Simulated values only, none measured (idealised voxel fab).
Documented hereafter: the process module known as voxel wiring stack.
cross-section cut | 205 nm wide | cells 5 nm
Reading order for cross-sections: top band down to bottom band. Underlying form: a grid of square cells. Band size: one or more rows of cells.
Heights first: top, then bottom, in nm. Then materials, left to right, each with a width in nm. "throughout" on a single material: fills the band edge to edge. "air": empty space.
Ref level 0: as-received wafer is one material below here. Bottom band extends down with no lower bound ("z 0 and below").
A width such as "30 to 40" changes by the same amount from each row of cells to the next, from the band's top row to its bottom row.
A step reported as "nothing got changed" is a step in which no cell of the cross-section changed.
Empty spaces counting at least 8 cells and having no open way to the top are listed in "Enclosed void entries". The notation width x height at distance is used for each, the distance being from the left edge and all three values in nm.
On a step's line, text after the settings is the simulator commenting on that step.
overlay nm: mask right of planned place by this much (step with mask). Neg. = left.
Reading guide: pairs of cross-sections, before and after one process step; after view cut off at lowest changed band; step and settings listed under each pair. Pairs may stem from different runs of this module on the same starting wafer; continuity with the pair above only where the "Pre-step snapshot" entry states it.

PRE-STEP SNAPSHOT
z 110 to 100 = W throughout
z 100 to 95 = 25 TiN, then 5 W, then 85 TiN, then 5 W, then 85 TiN
z 95 to 75 = 20 lowk, then 5 TiN, then 5 W, then 5 TiN, then 75 lowk, then 5 TiN, then 5 W, then 5 TiN, then 80 lowk
z 75 to 70 = 20 SiCN, then 15 TiN, then 75 SiCN, then 15 TiN, then 80 SiCN
z 70 to 65 = 20 SiCN, then 25 TiN, then 20 SiCN, then 25 TiN, then 20 SiCN, then 25 TiN, then 20 SiCN, then 25 TiN, then 25 SiCN
z 65 to 30 = lowk throughout
z 30 to 15 = 20 lowk, then 25 Ru, then 20 lowk, then 25 Ru, then 20 lowk, then 25 Ru, then 20 lowk, then 25 Ru, then 25 lowk
z 15 to 10 = 20 lowk, then 25 TiN, then 20 lowk, then 25 TiN, then 20 lowk, then 25 TiN, then 20 lowk, then 25 TiN, then 25 lowk
z 10 to 0 = SiO2 throughout
z 0 and below = Si throughout
Enclosed void entries: none

STRUCTURE AFTER STEP
z 95 to 75 = 20 lowk, then 5 TiN, then 5 W, then 5 TiN, then 75 lowk, then 5 TiN, then 5 W, then 5 TiN, then 80 lowk
Below 75, the layers are the same as they were.
Enclosed void entries: none
The process step separating the two cross-sections depicted above is as follows: CMP [height nm 95]

Pre-step snapshot: It is represented by the cross-section appearing after the step of the pair directly above.

STRUCTURE AFTER STEP
z 100 to 95 = TiN throughout
Below 95, the layers are the same as they were.
Enclosed void entries: none
The process step separating the two cross-sections depicted above is as follows: DIRECTIONAL_DEP [material TiN] [thk nm 5]

Pre-step snapshot: It is represented by the cross-section appearing after the step of the pair directly above.

STRUCTURE AFTER STEP
z 115 to 100 = W throughout
Below 100, the layers are the same as they were.
Enclosed void entries: none
The process step separating the two cross-sections depicted above is as follows: DIRECTIONAL_DEP [material W] [thk nm 15]

Pre-step snapshot: It is represented by the cross-section appearing after the step of the pair directly above.

STRUCTURE AFTER STEP
z 115 to 100 = 20 air, then 25 W, then 20 air, then 25 W, then 20 air, then 25 W, then 20 air, then 25 W, then 25 air
Below 100, the layers are the same as they were.
Enclosed void entries: none
The process step separating the two cross-sections depicted above is as follows: MASKED_ETCH [tone cover] [mask id METAL_3] [width nm 25] [pitch nm 45] [etch materials W] [depth nm 15] [overlay nm 0]

Pre-step snapshot: It is represented by the cross-section appearing after the step of the pair directly above.

STRUCTURE AFTER STEP
z 115 to 100 = 20 air, then 25 W, then 20 air, then 25 W, then 20 air, then 25 W, then 20 air, then 25 W, then 25 air
z 100 to 95 = 20 air, then 25 TiN, then 20 air, then 25 TiN, then 20 air, then 25 TiN, then 20 air, then 25 TiN, then 25 air
Below 95, the layers are the same as they were.
Enclosed void entries: none
The process step separating the two cross-sections depicted above is as follows: MASKED_ETCH [tone cover] [mask id METAL_3] [width nm 25] [pitch nm 45] [etch materials TiN] [depth nm 5] [overlay nm 0]

Pre-step snapshot: It is represented by the cross-section appearing after the step of the pair directly above.

STRUCTURE AFTER STEP
z 120 to 115 = 15 air, then 35 SiN, then 10 air, then 35 SiN, then 10 air, then 35 SiN, then 10 air, then 35 SiN, then 20 air
z 115 to 100 = 15 air, then 5 SiN, then 25 W, then 5 SiN, then 10 air, then 5 SiN, then 25 W, then 5 SiN, then 10 air, then 5 SiN, then 25 W, then 5 SiN, then 10 air, then 5 SiN, then 25 W, then 5 SiN, then 20 air
z 100 to 95 = 20 SiN, then 25 TiN, then 20 SiN, then 25 TiN, then 20 SiN, then 25 TiN, then 20 SiN, then 25 TiN, then 25 SiN
Below 95, the layers are the same as they were.
Enclosed void entries: none
The process step separating the two cross-sections depicted above is as follows: CONFORMAL_DEP [material SiN] [thk nm 5]

Pre-step snapshot: It is represented by the cross-section appearing after the step of the pair directly above.

STRUCTURE AFTER STEP
z 125 to 120 = SiO2 throughout
z 120 to 115 = 15 SiO2, then 35 SiN, then 10 SiO2, then 35 SiN, then 10 SiO2, then 35 SiN, then 10 SiO2, then 35 SiN, then 20 SiO2
z 115 to 100 = 15 SiO2, then 5 SiN, then 25 W, then 5 SiN, then 10 SiO2, then 5 SiN, then 25 W, then 5 SiN, then 10 SiO2, then 5 SiN, then 25 W, then 5 SiN, then 10 SiO2, then 5 SiN, then 25 W, then 5 SiN, then 20 SiO2
Below 100, the layers are the same as they were.
Enclosed void entries: none
The process step separating the two cross-sections depicted above is as follows: FILL_DEP [material SiO2] [thk nm 5]

Pre-step snapshot: It is represented by the cross-section appearing after the step of the pair directly above.

STRUCTURE AFTER STEP
z 115 to 100 = 15 SiO2, then 5 SiN, then 25 W, then 5 SiN, then 10 SiO2, then 5 SiN, then 25 W, then 5 SiN, then 10 SiO2, then 5 SiN, then 25 W, then 5 SiN, then 10 SiO2, then 5 SiN, then 25 W, then 5 SiN, then 20 SiO2
Below 100, the layers are the same as they were.
Enclosed void entries: none
The process step separating the two cross-sections depicted above is as follows: CMP [height nm 115]

Pre-step snapshot: It is represented by the cross-section appearing after the step of the pair directly above.

STRUCTURE AFTER STEP
z 120 to 115 = SiCN throughout
Below 115, the layers are the same as they were.
Enclosed void entries: none
The process step separating the two cross-sections depicted above is as follows: CONFORMAL_DEP [material SiCN] [thk nm 5]

PRE-STEP SNAPSHOT
z 0 and below = Si throughout
Enclosed void entries: none

STRUCTURE AFTER STEP
z 5 to 0 = SiO2 throughout
Below 0, the layers are the same as they were.
Enclosed void entries: none
The process step separating the two cross-sections depicted above is as follows: CONFORMAL_DEP [material SiO2] [thk nm 5]

Pre-step snapshot: It is represented by the cross-section appearing after the step of the pair directly above.

STRUCTURE AFTER STEP
z 10 to 5 = TiN throughout
Below 5, the layers are the same as they were.
Enclosed void entries: none
The process step separating the two cross-sections depicted above is as follows: DIRECTIONAL_DEP [material TiN] [thk nm 5]

Pre-step snapshot: It is represented by the cross-section appearing after the step of the pair directly above.

STRUCTURE AFTER STEP
z 25 to 10 = Ru throughout
Below 10, the layers are the same as they were.
Enclosed void entries: none
The process step separating the two cross-sections depicted above is as follows: DIRECTIONAL_DEP [material Ru] [thk nm 15]

Pre-step snapshot: It is represented by the cross-section appearing after the step of the pair directly above.

STRUCTURE AFTER STEP
z 25 to 10 = 20 air, then 25 Ru, then 20 air, then 25 Ru, then 20 air, then 25 Ru, then 20 air, then 25 Ru, then 25 air
Below 10, the layers are the same as they were.
Enclosed void entries: none
The process step separating the two cross-sections depicted above is as follows: MASKED_ETCH [tone cover] [mask id METAL_1] [width nm 25] [pitch nm 45] [etch materials Ru] [depth nm 15] [overlay nm 0]

Pre-step snapshot: It is represented by the cross-section appearing after the step of the pair directly above.

STRUCTURE AFTER STEP
z 25 to 10 = 20 air, then 25 Ru, then 20 air, then 25 Ru, then 20 air, then 25 Ru, then 20 air, then 25 Ru, then 25 air
z 10 to 5 = 20 air, then 25 TiN, then 20 air, then 25 TiN, then 20 air, then 25 TiN, then 20 air, then 25 TiN, then 25 air
Below 5, the layers are the same as they were.
Enclosed void entries: none
The process step separating the two cross-sections depicted above is as follows: MASKED_ETCH [tone cover] [mask id METAL_1] [width nm 25] [pitch nm 45] [etch materials TiN] [depth nm 5] [overlay nm 0]

Pre-step snapshot: It is represented by the cross-section appearing after the step of the pair directly above.

STRUCTURE AFTER STEP
z 30 to 25 = lowk throughout
z 25 to 10 = 20 lowk, then 25 Ru, then 20 lowk, then 25 Ru, then 20 lowk, then 25 Ru, then 20 lowk, then 25 Ru, then 25 lowk
z 10 to 5 = 20 lowk, then 25 TiN, then 20 lowk, then 25 TiN, then 20 lowk, then 25 TiN, then 20 lowk, then 25 TiN, then 25 lowk
Below 5, the layers are the same as they were.
Enclosed void entries: none
The process step separating the two cross-sections depicted above is as follows: FILL_DEP [material lowk] [thk nm 5]

Pre-step snapshot: It is represented by the cross-section appearing after the step of the pair directly above.

STRUCTURE AFTER STEP
z 35 to 30 = SiCN throughout
Below 30, the layers are the same as they were.
Enclosed void entries: none
The process step separating the two cross-sections depicted above is as follows: CONFORMAL_DEP [material SiCN] [thk nm 5]

Pre-step snapshot: It is represented by the cross-section appearing after the step of the pair directly above.

STRUCTURE AFTER STEP
z 70 to 35 = lowk throughout
Below 35, the layers are the same as they were.
Enclosed void entries: none
The process step separating the two cross-sections depicted above is as follows: DIRECTIONAL_DEP [material lowk] [thk nm 35]

Pre-step snapshot: It is represented by the cross-section appearing after the step of the pair directly above.

STRUCTURE AFTER STEP
z 85 to 70 = aC throughout
Below 70, the layers are the same as they were.
Enclosed void entries: none
The process step separating the two cross-sections depicted above is as follows: DIRECTIONAL_DEP [material aC] [thk nm 15]

Pre-step snapshot: It is represented by the cross-section appearing after the step of the pair directly above.

STRUCTURE AFTER STEP
z 115 to 85 = 20 resist, then 15 air, then 30 resist, then 15 air, then 30 resist, then 15 air, then 30 resist, then 15 air, then 35 resist
Below 85, the layers are the same as they were.
Enclosed void entries: none
The process step separating the two cross-sections depicted above is as follows: PATTERN [tone open] [mask id METAL_2_HOLES] [material resist] [width nm 15] [pitch nm 45] [thk nm 30] [overlay nm 0]

Pre-step snapshot: It is represented by the cross-section appearing after the step of the pair directly above.

STRUCTURE AFTER STEP
z 100 to 85 = 20 resist, then 15 air, then 30 resist, then 15 air, then 30 resist, then 15 air, then 30 resist, then 15 air, then 35 resist
z 85 to 70 = 20 aC, then 15 air, then 30 aC, then 15 air, then 30 aC, then 15 air, then 30 aC, then 15 air, then 35 aC
Below 70, the layers are the same as they were.
Enclosed void entries: none
The process step separating the two cross-sections depicted above is as follows: DIRECTIONAL_ETCH [etch materials aC] [depth nm 15]

Pre-step snapshot: It is represented by the cross-section appearing after the step of the pair directly above.

STRUCTURE AFTER STEP
z 85 to 70 = 20 aC, then 15 air, then 30 aC, then 15 air, then 30 aC, then 15 air, then 30 aC, then 15 air, then 35 aC
Below 70, the layers are the same as they were.
Enclosed void entries: none
The process step separating the two cross-sections depicted above is as follows: STRIP [etch materials resist]

Pre-step snapshot: It is represented by the cross-section appearing after the step of the pair directly above.

STRUCTURE AFTER STEP
z 85 to 70 = 20 aC, then 15 air, then 30 aC, then 15 air, then 30 aC, then 15 air, then 30 aC, then 15 air, then 35 aC
z 70 to 35 = 20 lowk, then 15 air, then 30 lowk, then 15 air, then 30 lowk, then 15 air, then 30 lowk, then 15 air, then 35 lowk
Below 35, the layers are the same as they were.
Enclosed void entries: none
The process step separating the two cross-sections depicted above is as follows: DIRECTIONAL_ETCH [etch materials lowk] [depth nm 35]

Pre-step snapshot: It is represented by the cross-section appearing after the step of the pair directly above.

STRUCTURE AFTER STEP
z 70 to 35 = 20 lowk, then 15 air, then 30 lowk, then 15 air, then 30 lowk, then 15 air, then 30 lowk, then 15 air, then 35 lowk
Below 35, the layers are the same as they were.
Enclosed void entries: none
The process step separating the two cross-sections depicted above is as follows: STRIP [etch materials aC]

Pre-step snapshot: It is represented by the cross-section appearing after the step of the pair directly above.

STRUCTURE AFTER STEP
z 90 to 70 = 20 resist, then 25 air, then 20 resist, then 25 air, then 20 resist, then 25 air, then 20 resist, then 25 air, then 25 resist
Below 70, the layers are the same as they were.
Enclosed void entries: none
The process step separating the two cross-sections depicted above is as follows: PATTERN [tone open] [mask id METAL_2] [material resist] [width nm 25] [pitch nm 45] [thk nm 20] [overlay nm 0]

Pre-step snapshot: It is represented by the cross-section appearing after the step of the pair directly above.

STRUCTURE AFTER STEP
z 90 to 70 = 20 resist, then 25 air, then 20 resist, then 25 air, then 20 resist, then 25 air, then 20 resist, then 25 air, then 25 resist
z 70 to 50 = 20 lowk, then 25 air, then 20 lowk, then 25 air, then 20 lowk, then 25 air, then 20 lowk, then 25 air, then 25 lowk
Below 50, the layers are the same as they were.
Enclosed void entries: none
The process step separating the two cross-sections depicted above is as follows: DIRECTIONAL_ETCH [etch materials lowk] [depth nm 20]

Pre-step snapshot: It is represented by the cross-section appearing after the step of the pair directly above.

STRUCTURE AFTER STEP
z 90 to 70 = 20 resist, then 25 air, then 20 resist, then 25 air, then 20 resist, then 25 air, then 20 resist, then 25 air, then 25 resist
z 70 to 50 = 20 lowk, then 25 air, then 20 lowk, then 25 air, then 20 lowk, then 25 air, then 20 lowk, then 25 air, then 25 lowk
z 50 to 35 = 20 lowk, then 15 air, then 30 lowk, then 15 air, then 30 lowk, then 15 air, then 30 lowk, then 15 air, then 35 lowk
z 35 to 30 = 20 SiCN, then 15 air, then 30 SiCN, then 15 air, then 30 SiCN, then 15 air, then 30 SiCN, then 15 air, then 35 SiCN
Below 30, the layers are the same as they were.
Enclosed void entries: none
The process step separating the two cross-sections depicted above is as follows: DIRECTIONAL_ETCH [etch materials SiCN] [depth nm 5]

Pre-step snapshot: It is represented by the cross-section appearing after the step of the pair directly above.

STRUCTURE AFTER STEP
z 70 to 50 = 20 lowk, then 25 air, then 20 lowk, then 25 air, then 20 lowk, then 25 air, then 20 lowk, then 25 air, then 25 lowk
Below 50, the layers are the same as they were.
Enclosed void entries: none
The process step separating the two cross-sections depicted above is as follows: STRIP [etch materials resist]

Pre-step snapshot: It is represented by the cross-section appearing after the step of the pair directly above.

STRUCTURE AFTER STEP
z 75 to 70 = 25 TiN, then 15 air, then 30 TiN, then 15 air, then 30 TiN, then 15 air, then 30 TiN, then 15 air, then 30 TiN
z 70 to 55 = 20 lowk, then 5 TiN, then 15 air, then 5 TiN, then 20 lowk, then 5 TiN, then 15 air, then 5 TiN, then 20 lowk, then 5 TiN, then 15 air, then 5 TiN, then 20 lowk, then 5 TiN, then 15 air, then 5 TiN, then 25 lowk
z 55 to 50 = 20 lowk, then 5 TiN, then 5 air, then 15 TiN, then 20 lowk, then 5 TiN, then 5 air, then 15 TiN, then 20 lowk, then 5 TiN, then 5 air, then 15 TiN, then 20 lowk, then 5 TiN, then 5 air, then 15 TiN, then 25 lowk
z 50 to 35 = 20 lowk, then 5 TiN, then 5 air, then 5 TiN, then 30 lowk, then 5 TiN, then 5 air, then 5 TiN, then 30 lowk, then 5 TiN, then 5 air, then 5 TiN, then 30 lowk, then 5 TiN, then 5 air, then 5 TiN, then 35 lowk
z 35 to 30 = 20 SiCN, then 15 TiN, then 30 SiCN, then 15 TiN, then 30 SiCN, then 15 TiN, then 30 SiCN, then 15 TiN, then 35 SiCN
Below 30, the layers are the same as they were.
Enclosed void entries: none
The process step separating the two cross-sections depicted above is as follows: CONFORMAL_DEP [material TiN] [thk nm 5]

Pre-step snapshot: It is represented by the cross-section appearing after the step of the pair directly above.

STRUCTURE AFTER STEP
z 80 to 75 = Cu throughout
z 75 to 70 = 25 TiN, then 15 Cu, then 30 TiN, then 15 Cu, then 30 TiN, then 15 Cu, then 30 TiN, then 15 Cu, then 30 TiN
z 70 to 55 = 20 lowk, then 5 TiN, then 15 Cu, then 5 TiN, then 20 lowk, then 5 TiN, then 15 Cu, then 5 TiN, then 20 lowk, then 5 TiN, then 15 Cu, then 5 TiN, then 20 lowk, then 5 TiN, then 15 Cu, then 5 TiN, then 25 lowk
z 55 to 50 = 20 lowk, then 5 TiN, then 5 Cu, then 15 TiN, then 20 lowk, then 5 TiN, then 5 Cu, then 15 TiN, then 20 lowk, then 5 TiN, then 5 Cu, then 15 TiN, then 20 lowk, then 5 TiN, then 5 Cu, then 15 TiN, then 25 lowk
z 50 to 35 = 20 lowk, then 5 TiN, then 5 Cu, then 5 TiN, then 30 lowk, then 5 TiN, then 5 Cu, then 5 TiN, then 30 lowk, then 5 TiN, then 5 Cu, then 5 TiN, then 30 lowk, then 5 TiN, then 5 Cu, then 5 TiN, then 35 lowk
Below 35, the layers are the same as they were.
Enclosed void entries: none
The process step separating the two cross-sections depicted above is as follows: FILL_DEP [material Cu] [thk nm 5]

Pre-step snapshot: It is represented by the cross-section appearing after the step of the pair directly above.

STRUCTURE AFTER STEP
z 70 to 55 = 20 lowk, then 5 TiN, then 15 Cu, then 5 TiN, then 20 lowk, then 5 TiN, then 15 Cu, then 5 TiN, then 20 lowk, then 5 TiN, then 15 Cu, then 5 TiN, then 20 lowk, then 5 TiN, then 15 Cu, then 5 TiN, then 25 lowk
Below 55, the layers are the same as they were.
Enclosed void entries: none
The process step separating the two cross-sections depicted above is as follows: CMP [height nm 70]

Pre-step snapshot: It is represented by the cross-section appearing after the step of the pair directly above.

STRUCTURE AFTER STEP
z 75 to 70 = SiCN throughout
Below 70, the layers are the same as they were.
Enclosed void entries: none
The process step separating the two cross-sections depicted above is as follows: CONFORMAL_DEP [material SiCN] [thk nm 5]

Pre-step snapshot: It is represented by the cross-section appearing after the step of the pair directly above.

STRUCTURE AFTER STEP
z 95 to 75 = lowk throughout
Below 75, the layers are the same as they were.
Enclosed void entries: none
The process step separating the two cross-sections depicted above is as follows: DIRECTIONAL_DEP [material lowk] [thk nm 20]

Pre-step snapshot: It is represented by the cross-section appearing after the step of the pair directly above.

STRUCTURE AFTER STEP
z 110 to 95 = 20 resist, then 15 air, then 75 resist, then 15 air, then 80 resist
Below 95, the layers are the same as they were.
Enclosed void entries: none
The process step separating the two cross-sections depicted above is as follows: PATTERN [tone open] [mask id PLUG_2] [material resist] [width nm 15] [pitch nm 90] [thk nm 15] [overlay nm 0]

Pre-step snapshot: It is represented by the cross-section appearing after the step of the pair directly above.

STRUCTURE AFTER STEP
z 110 to 95 = 20 resist, then 15 air, then 75 resist, then 15 air, then 80 resist
z 95 to 75 = 20 lowk, then 15 air, then 75 lowk, then 15 air, then 80 lowk
Below 75, the layers are the same as they were.
Enclosed void entries: none
The process step separating the two cross-sections depicted above is as follows: DIRECTIONAL_ETCH [etch materials lowk] [depth nm 20]

Pre-step snapshot: It is represented by the cross-section appearing after the step of the pair directly above.

STRUCTURE AFTER STEP
z 110 to 95 = 20 resist, then 15 air, then 75 resist, then 15 air, then 80 resist
z 95 to 75 = 20 lowk, then 15 air, then 75 lowk, then 15 air, then 80 lowk
z 75 to 70 = 20 SiCN, then 15 air, then 75 SiCN, then 15 air, then 80 SiCN
Below 70, the layers are the same as they were.
Enclosed void entries: none
The process step separating the two cross-sections depicted above is as follows: DIRECTIONAL_ETCH [etch materials SiCN] [depth nm 5]

Pre-step snapshot: It is represented by the cross-section appearing after the step of the pair directly above.

STRUCTURE AFTER STEP
z 95 to 75 = 20 lowk, then 15 air, then 75 lowk, then 15 air, then 80 lowk
Below 75, the layers are the same as they were.
Enclosed void entries: none
The process step separating the two cross-sections depicted above is as follows: STRIP [etch materials resist]

Pre-step snapshot: It is represented by the cross-section appearing after the step of the pair directly above.

STRUCTURE AFTER STEP
z 100 to 95 = 25 TiN, then 5 air, then 85 TiN, then 5 air, then 85 TiN
z 95 to 75 = 20 lowk, then 5 TiN, then 5 air, then 5 TiN, then 75 lowk, then 5 TiN, then 5 air, then 5 TiN, then 80 lowk
z 75 to 70 = 20 SiCN, then 15 TiN, then 75 SiCN, then 15 TiN, then 80 SiCN
Below 70, the layers are the same as they were.
Enclosed void entries: none
The process step separating the two cross-sections depicted above is as follows: CONFORMAL_DEP [material TiN] [thk nm 5]

Pre-step snapshot: It is represented by the cross-section appearing after the step of the pair directly above.

STRUCTURE AFTER STEP
z 110 to 100 = W throughout
z 100 to 95 = 25 TiN, then 5 W, then 85 TiN, then 5 W, then 85 TiN
z 95 to 75 = 20 lowk, then 5 TiN, then 5 W, then 5 TiN, then 75 lowk, then 5 TiN, then 5 W, then 5 TiN, then 80 lowk
Below 75, the layers are the same as they were.
Enclosed void entries: none
The process step separating the two cross-sections depicted above is as follows: FILL_DEP [material W] [thk nm 10]

Pre-step snapshot: It is represented by the cross-section appearing after the step of the pair directly above.

STRUCTURE AFTER STEP
z 95 to 75 = 20 lowk, then 5 TiN, then 5 W, then 5 TiN, then 75 lowk, then 5 TiN, then 5 W, then 5 TiN, then 80 lowk
Below 75, the layers are the same as they were.
Enclosed void entries: none
The process step separating the two cross-sections depicted above is as follows: CMP [height nm 95]

Pre-step snapshot: It is represented by the cross-section appearing after the step of the pair directly above.

STRUCTURE AFTER STEP
z 100 to 95 = TiN throughout
Below 95, the layers are the same as they were.
Enclosed void entries: none
The process step separating the two cross-sections depicted above is as follows: DIRECTIONAL_DEP [material TiN] [thk nm 5]

Pre-step snapshot: It is represented by the cross-section appearing after the step of the pair directly above.

STRUCTURE AFTER STEP
z 115 to 100 = W throughout
Below 100, the layers are the same as they were.
Enclosed void entries: none
The process step separating the two cross-sections depicted above is as follows: DIRECTIONAL_DEP [material W] [thk nm 15]

Pre-step snapshot: It is represented by the cross-section appearing after the step of the pair directly above.

STRUCTURE AFTER STEP
z 115 to 100 = 20 air, then 25 W, then 20 air, then 25 W, then 20 air, then 25 W, then 20 air, then 25 W, then 25 air
Below 100, the layers are the same as they were.
Enclosed void entries: none
The process step separating the two cross-sections depicted above is as follows: MASKED_ETCH [tone cover] [mask id METAL_3] [width nm 25] [pitch nm 45] [etch materials W] [depth nm 15] [overlay nm 0]

Pre-step snapshot: It is represented by the cross-section appearing after the step of the pair directly above.

STRUCTURE AFTER STEP
z 115 to 100 = 20 air, then 25 W, then 20 air, then 25 W, then 20 air, then 25 W, then 20 air, then 25 W, then 25 air
z 100 to 95 = 20 air, then 25 TiN, then 20 air, then 25 TiN, then 20 air, then 25 TiN, then 20 air, then 25 TiN, then 25 air
Below 95, the layers are the same as they were.
Enclosed void entries: none
The process step separating the two cross-sections depicted above is as follows: MASKED_ETCH [tone cover] [mask id METAL_3] [width nm 25] [pitch nm 45] [etch materials TiN] [depth nm 5] [overlay nm 0]

Pre-step snapshot: It is represented by the cross-section appearing after the step of the pair directly above.

STRUCTURE AFTER STEP
z 120 to 115 = 15 air, then 35 SiN, then 10 air, then 35 SiN, then 10 air, then 35 SiN, then 10 air, then 35 SiN, then 20 air
z 115 to 100 = 15 air, then 5 SiN, then 25 W, then 5 SiN, then 10 air, then 5 SiN, then 25 W, then 5 SiN, then 10 air, then 5 SiN, then 25 W, then 5 SiN, then 10 air, then 5 SiN, then 25 W, then 5 SiN, then 20 air
z 100 to 95 = 20 SiN, then 25 TiN, then 20 SiN, then 25 TiN, then 20 SiN, then 25 TiN, then 20 SiN, then 25 TiN, then 25 SiN
Below 95, the layers are the same as they were.
Enclosed void entries: none
The process step separating the two cross-sections depicted above is as follows: CONFORMAL_DEP [material SiN] [thk nm 5]

Pre-step snapshot: It is represented by the cross-section appearing after the step of the pair directly above.

STRUCTURE AFTER STEP
z 125 to 120 = SiO2 throughout
z 120 to 115 = 15 SiO2, then 35 SiN, then 10 SiO2, then 35 SiN, then 10 SiO2, then 35 SiN, then 10 SiO2, then 35 SiN, then 20 SiO2
z 115 to 100 = 15 SiO2, then 5 SiN, then 25 W, then 5 SiN, then 10 SiO2, then 5 SiN, then 25 W, then 5 SiN, then 10 SiO2, then 5 SiN, then 25 W, then 5 SiN, then 10 SiO2, then 5 SiN, then 25 W, then 5 SiN, then 20 SiO2
Below 100, the layers are the same as they were.
Enclosed void entries: none
The process step separating the two cross-sections depicted above is as follows: FILL_DEP [material SiO2] [thk nm 5]

Pre-step snapshot: It is represented by the cross-section appearing after the step of the pair directly above.

STRUCTURE AFTER STEP
z 115 to 100 = 15 SiO2, then 5 SiN, then 25 W, then 5 SiN, then 10 SiO2, then 5 SiN, then 25 W, then 5 SiN, then 10 SiO2, then 5 SiN, then 25 W, then 5 SiN, then 10 SiO2, then 5 SiN, then 25 W, then 5 SiN, then 20 SiO2
Below 100, the layers are the same as they were.
Enclosed void entries: none
The process step separating the two cross-sections depicted above is as follows: CMP [height nm 115]

Pre-step snapshot: It is represented by the cross-section appearing after the step of the pair directly above.

STRUCTURE AFTER STEP
z 120 to 115 = SiCN throughout
Below 115, the layers are the same as they were.
Enclosed void entries: none
The process step separating the two cross-sections depicted above is as follows: CONFORMAL_DEP [material SiCN] [thk nm 5]

PRE-STEP SNAPSHOT
z 115 to 100 = W throughout
z 100 to 95 = TiN throughout
z 95 to 75 = 20 lowk, then 5 TiN, then 5 W, then 5 TiN, then 75 lowk, then 5 TiN, then 5 W, then 5 TiN, then 80 lowk
z 75 to 70 = 20 SiCN, then 15 TiN, then 75 SiCN, then 15 TiN, then 80 SiCN
z 70 to 55 = 20 lowk, then 5 TiN, then 15 Cu, then 5 TiN, then 20 lowk, then 5 TiN, then 15 Cu, then 5 TiN, then 20 lowk, then 5 TiN, then 15 Cu, then 5 TiN, then 20 lowk, then 5 TiN, then 15 Cu, then 5 TiN, then 25 lowk
z 55 to 50 = 20 lowk, then 5 TiN, then 5 Cu, then 15 TiN, then 20 lowk, then 5 TiN, then 5 Cu, then 15 TiN, then 20 lowk, then 5 TiN, then 5 Cu, then 15 TiN, then 20 lowk, then 5 TiN, then 5 Cu, then 15 TiN, then 25 lowk
z 50 to 35 = 20 lowk, then 5 TiN, then 5 Cu, then 5 TiN, then 30 lowk, then 5 TiN, then 5 Cu, then 5 TiN, then 30 lowk, then 5 TiN, then 5 Cu, then 5 TiN, then 30 lowk, then 5 TiN, then 5 Cu, then 5 TiN, then 35 lowk
z 35 to 30 = 20 SiCN, then 15 TiN, then 30 SiCN, then 15 TiN, then 30 SiCN, then 15 TiN, then 30 SiCN, then 15 TiN, then 35 SiCN
z 30 to 15 = 20 lowk, then 25 Ru, then 20 lowk, then 25 Ru, then 20 lowk, then 25 Ru, then 20 lowk, then 25 Ru, then 25 lowk
z 15 to 10 = 20 lowk, then 25 TiN, then 20 lowk, then 25 TiN, then 20 lowk, then 25 TiN, then 20 lowk, then 25 TiN, then 25 lowk
z 10 to 0 = SiO2 throughout
z 0 and below = Si throughout
Enclosed void entries: none

STRUCTURE AFTER STEP
z 115 to 100 = 25 air, then 15 W, then 30 air, then 15 W, then 30 air, then 15 W, then 30 air, then 15 W, then 30 air
Below 100, the layers are the same as they were.
Enclosed void entries: none
The process step separating the two cross-sections depicted above is as follows: MASKED_ETCH [tone cover] [mask id METAL_3] [width nm 15] [pitch nm 45] [etch materials W] [depth nm 15] [overlay nm 0]

Pre-step snapshot: It is represented by the cross-section appearing after the step of the pair directly above.

STRUCTURE AFTER STEP
z 115 to 100 = 25 air, then 15 W, then 30 air, then 15 W, then 30 air, then 15 W, then 30 air, then 15 W, then 30 air
z 100 to 95 = 20 air, then 25 TiN, then 20 air, then 25 TiN, then 20 air, then 25 TiN, then 20 air, then 25 TiN, then 25 air
Below 95, the layers are the same as they were.
Enclosed void entries: none
The process step separating the two cross-sections depicted above is as follows: MASKED_ETCH [tone cover] [mask id METAL_3] [width nm 25] [pitch nm 45] [etch materials TiN] [depth nm 5] [overlay nm 0]

Pre-step snapshot: It is represented by the cross-section appearing after the step of the pair directly above.

STRUCTURE AFTER STEP
z 120 to 115 = 20 air, then 25 SiN, then 20 air, then 25 SiN, then 20 air, then 25 SiN, then 20 air, then 25 SiN, then 25 air
z 115 to 105 = 20 air, then 5 SiN, then 15 W, then 5 SiN, then 20 air, then 5 SiN, then 15 W, then 5 SiN, then 20 air, then 5 SiN, then 15 W, then 5 SiN, then 20 air, then 5 SiN, then 15 W, then 5 SiN, then 25 air
z 105 to 100 = 15 air, then 10 SiN, then 15 W, then 10 SiN, then 10 air, then 10 SiN, then 15 W, then 10 SiN, then 10 air, then 10 SiN, then 15 W, then 10 SiN, then 10 air, then 10 SiN, then 15 W, then 10 SiN, then 20 air
z 100 to 95 = 20 SiN, then 25 TiN, then 20 SiN, then 25 TiN, then 20 SiN, then 25 TiN, then 20 SiN, then 25 TiN, then 25 SiN
Below 95, the layers are the same as they were.
Enclosed void entries: none
The process step separating the two cross-sections depicted above is as follows: CONFORMAL_DEP [material SiN] [thk nm 5]

Pre-step snapshot: It is represented by the cross-section appearing after the step of the pair directly above.

STRUCTURE AFTER STEP
z 125 to 120 = SiO2 throughout
z 120 to 115 = 20 SiO2, then 25 SiN, then 20 SiO2, then 25 SiN, then 20 SiO2, then 25 SiN, then 20 SiO2, then 25 SiN, then 25 SiO2
z 115 to 105 = 20 SiO2, then 5 SiN, then 15 W, then 5 SiN, then 20 SiO2, then 5 SiN, then 15 W, then 5 SiN, then 20 SiO2, then 5 SiN, then 15 W, then 5 SiN, then 20 SiO2, then 5 SiN, then 15 W, then 5 SiN, then 25 SiO2
z 105 to 100 = 15 SiO2, then 10 SiN, then 15 W, then 10 SiN, then 10 SiO2, then 10 SiN, then 15 W, then 10 SiN, then 10 SiO2, then 10 SiN, then 15 W, then 10 SiN, then 10 SiO2, then 10 SiN, then 15 W, then 10 SiN, then 20 SiO2
Below 100, the layers are the same as they were.
Enclosed void entries: none
The process step separating the two cross-sections depicted above is as follows: FILL_DEP [material SiO2] [thk nm 5]

Pre-step snapshot: It is represented by the cross-section appearing after the step of the pair directly above.

STRUCTURE AFTER STEP
z 115 to 105 = 20 SiO2, then 5 SiN, then 15 W, then 5 SiN, then 20 SiO2, then 5 SiN, then 15 W, then 5 SiN, then 20 SiO2, then 5 SiN, then 15 W, then 5 SiN, then 20 SiO2, then 5 SiN, then 15 W, then 5 SiN, then 25 SiO2
Below 105, the layers are the same as they were.
Enclosed void entries: none
The process step separating the two cross-sections depicted above is as follows: CMP [height nm 115]

Pre-step snapshot: It is represented by the cross-section appearing after the step of the pair directly above.

STRUCTURE AFTER STEP
z 120 to 115 = SiCN throughout
Below 115, the layers are the same as they were.
Enclosed void entries: none
The process step separating the two cross-sections depicted above is as follows: CONFORMAL_DEP [material SiCN] [thk nm 5]
